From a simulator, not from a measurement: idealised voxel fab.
process module | voxel double patterning
cross-section cut | 295 nm wide | cells 5 nm
A cross-section is a grid of square cells, given in bands from the top down. A band is one or more rows of cells.
Each band's line starts with the height of the band's top and of its bottom, in nm. Then come its materials from left to right, each with its width in nm. One material with "throughout" fills the band from edge to edge. "air" is empty space.
Height 0 is the level under which the wafer as received is all one material. The lowest band goes on downwards, as in "0 down".
A width such as "30 to 40" changes by the same amount from each row of cells to the next, from the band's top row to its bottom row.
"no change" after a step means that no cell of the cross-section changed.
closed voids: empty space of 8 cells or more with no open way to the top, each as width x height at its distance from the left edge, in nm
after a step's settings: what the simulator itself notes on the step
overlay nm, on a step with a mask: how far to the right of its planned place the mask lay; to the left if negative
plan
1 op RECEIVE | material Si
2 op CONFORMAL_DEP | material SiN | thk nm 5
3 op DIRECTIONAL_DEP | material SiO2 | thk nm 10
4 op DIRECTIONAL_DEP | material SiCN | thk nm 10
5 op MASKED_ETCH | tone open | mask id FIRST | width nm 15 | pitch nm 50 | etch materials SiCN | depth nm 5 | overlay nm 0
6 op PATTERN | tone open | mask id SECOND | material resist | width nm 15 | thk nm 15 | overlay nm 0
7 op DIRECTIONAL_ETCH | etch materials SiCN | depth nm 10
8 op STRIP | etch materials resist
9 op DIRECTIONAL_ETCH | etch materials SiO2 | depth nm 10
10 op STRIP | etch materials SiCN
varied across the wafers: depth nm of step 5. The plan shows the first wafer's value. All wafers start alike
first wafer as received, after step 1
  0 down: Si throughout
  closed voids: none
each wafer at the end: cells of each material gained (+) or lost (-) since it was received, then its closed voids
depth nm 5 | +59 SiN | +112 SiO2 | closed voids: none
depth nm 10 | +59 SiN | +100 SiO2 | closed voids: none
depth nm 15 | +59 SiN | +100 SiO2 | closed voids: none
depth nm 20 | +59 SiN | +100 SiO2 | closed voids: none
depth nm 25 | +59 SiN | +100 SiO2 | closed voids: none
